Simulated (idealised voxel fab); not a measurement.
process module | voxel trench capacitor
cross-section cut | 145 nm wide | cells 5 nm
A cross-section is a grid of square cells, given in bands from the top down. A band is one or more rows of cells.
Each band's line starts with the height of the band's top and of its bottom, in nm. Then come its materials from left to right, each with its width in nm. One material with "throughout" fills the band from edge to edge. "air" is empty space.
Height 0 is the level under which the wafer as received is all one material. The lowest band goes on downwards, as in "0 down".
A width such as "30 to 40" changes by the same amount from each row of cells to the next, from the band's top row to its bottom row.
"no change" after a step means that no cell of the cross-section changed.
closed voids: empty space of 8 cells or more with no open way to the top, each as width x height at its distance from the left edge, in nm
after a step's settings: what the simulator itself notes on the step
overlay nm, on a step with a mask: how far to the right of its planned place the mask lay; to the left if negative
plan
1 op RECEIVE | material Si
2 op CONFORMAL_DEP | material SiN | thk nm 10
3 op MASKED_ETCH | tone open | mask id TRENCH | width nm 30 | pitch nm 45 | etch materials SiN | depth nm 10 | overlay nm 0
4 op MASKED_ETCH | tone open | mask id TRENCH | width nm 30 | pitch nm 45 | etch materials Si | depth nm 40 | overlay nm 0
5 op CONFORMAL_DEP | material HfO2 | thk nm 5
6 op CONFORMAL_DEP | material TiN | thk nm 5
7 op FILL_DEP | material W | thk nm 10
8 op CMP | height nm 10
first wafer, as planned
as received, after step 1
  0 down: Si throughout
  closed voids: none
after step 2
  10 to 0: SiN throughout
  below 0: unchanged
after step 3
  10 to 0: SiN 35 | air 30 | SiN 15 | air 30 | SiN 35
  below 0: unchanged
after step 4
  10 to 0: SiN 35 | air 30 | SiN 15 | air 30 | SiN 35
  0 to -40: Si 35 | air 30 | Si 15 | air 30 | Si 35
  below -40: unchanged
after step 5
  15 to 10: HfO2 40 | air 20 | HfO2 25 | air 20 | HfO2 40
  10 to 0: SiN 35 | HfO2 5 | air 20 | HfO2 5 | SiN 15 | HfO2 5 | air 20 | HfO2 5 | SiN 35
  0 to -35: Si 35 | HfO2 5 | air 20 | HfO2 5 | Si 15 | HfO2 5 | air 20 | HfO2 5 | Si 35
  -35 to -40: Si 35 | HfO2 30 | Si 15 | HfO2 30 | Si 35
  below -40: unchanged
after step 6
  20 to 15: TiN 45 | air 10 | TiN 35 | air 10 | TiN 45
  15 to 10: HfO2 40 | TiN 5 | air 10 | TiN 5 | HfO2 25 | TiN 5 | air 10 | TiN 5 | HfO2 40
  10 to 0: SiN 35 | HfO2 5 | TiN 5 | air 10 | TiN 5 | HfO2 5 | SiN 15 | HfO2 5 | TiN 5 | air 10 | TiN 5 | HfO2 5 | SiN 35
  0 to -30: Si 35 | HfO2 5 | TiN 5 | air 10 | TiN 5 | HfO2 5 | Si 15 | HfO2 5 | TiN 5 | air 10 | TiN 5 | HfO2 5 | Si 35
  -30 to -35: Si 35 | HfO2 5 | TiN 20 | HfO2 5 | Si 15 | HfO2 5 | TiN 20 | HfO2 5 | Si 35
  below -35: unchanged
after step 7
  30 to 20: W throughout
  20 to 15: TiN 45 | W 10 | TiN 35 | W 10 | TiN 45
  15 to 10: HfO2 40 | TiN 5 | W 10 | TiN 5 | HfO2 25 | TiN 5 | W 10 | TiN 5 | HfO2 40
  10 to 0: SiN 35 | HfO2 5 | TiN 5 | W 10 | TiN 5 | HfO2 5 | SiN 15 | HfO2 5 | TiN 5 | W 10 | TiN 5 | HfO2 5 | SiN 35
  0 to -30: Si 35 | HfO2 5 | TiN 5 | W 10 | TiN 5 | HfO2 5 | Si 15 | HfO2 5 | TiN 5 | W 10 | TiN 5 | HfO2 5 | Si 35
  below -30: unchanged
after step 8
  10 to 0: SiN 35 | HfO2 5 | TiN 5 | W 10 | TiN 5 | HfO2 5 | SiN 15 | HfO2 5 | TiN 5 | W 10 | TiN 5 | HfO2 5 | SiN 35
  below 0: unchanged
second wafer: like start, like plan, one mistake. Through step 4 it matches the first wafer
when step 5 should have ended
  15 to 10: TiN 40 | air 20 | TiN 25 | air 20 | TiN 40
  10 to 0: SiN 35 | TiN 5 | air 20 | TiN 5 | SiN 15 | TiN 5 | air 20 | TiN 5 | SiN 35
  0 to -35: Si 35 | TiN 5 | air 20 | TiN 5 | Si 15 | TiN 5 | air 20 | TiN 5 | Si 35
  -35 to -40: Si 35 | TiN 30 | Si 15 | TiN 30 | Si 35
  below -40: unchanged
when step 6 should have ended
  20 to 15: HfO2 45 | air 10 | HfO2 35 | air 10 | HfO2 45
  15 to 10: TiN 40 | HfO2 5 | air 10 | HfO2 5 | TiN 25 | HfO2 5 | air 10 | HfO2 5 | TiN 40
  10 to 0: SiN 35 | TiN 5 | HfO2 5 | air 10 | HfO2 5 | TiN 5 | SiN 15 | TiN 5 | HfO2 5 | air 10 | HfO2 5 | TiN 5 | SiN 35
  0 to -30: Si 35 | TiN 5 | HfO2 5 | air 10 | HfO2 5 | TiN 5 | Si 15 | TiN 5 | HfO2 5 | air 10 | HfO2 5 | TiN 5 | Si 35
  -30 to -35: Si 35 | TiN 5 | HfO2 20 | TiN 5 | Si 15 | TiN 5 | HfO2 20 | TiN 5 | Si 35
  below -35: unchanged
when step 7 should have ended
  30 to 20: W throughout
  20 to 15: HfO2 45 | W 10 | HfO2 35 | W 10 | HfO2 45
  15 to 10: TiN 40 | HfO2 5 | W 10 | HfO2 5 | TiN 25 | HfO2 5 | W 10 | HfO2 5 | TiN 40
  10 to 0: SiN 35 | TiN 5 | HfO2 5 | W 10 | HfO2 5 | TiN 5 | SiN 15 | TiN 5 | HfO2 5 | W 10 | HfO2 5 | TiN 5 | SiN 35
  0 to -30: Si 35 | TiN 5 | HfO2 5 | W 10 | HfO2 5 | TiN 5 | Si 15 | TiN 5 | HfO2 5 | W 10 | HfO2 5 | TiN 5 | Si 35
  below -30: unchanged
when step 8 should have ended
  10 to 0: SiN 35 | TiN 5 | HfO2 5 | W 10 | HfO2 5 | TiN 5 | SiN 15 | TiN 5 | HfO2 5 | W 10 | HfO2 5 | TiN 5 | SiN 35
  below 0: unchanged
what went wrong: steps 5 and 6 were swapped
at the end the second wafer has, in cells: 8 fewer of HfO2 | 8 more of TiN
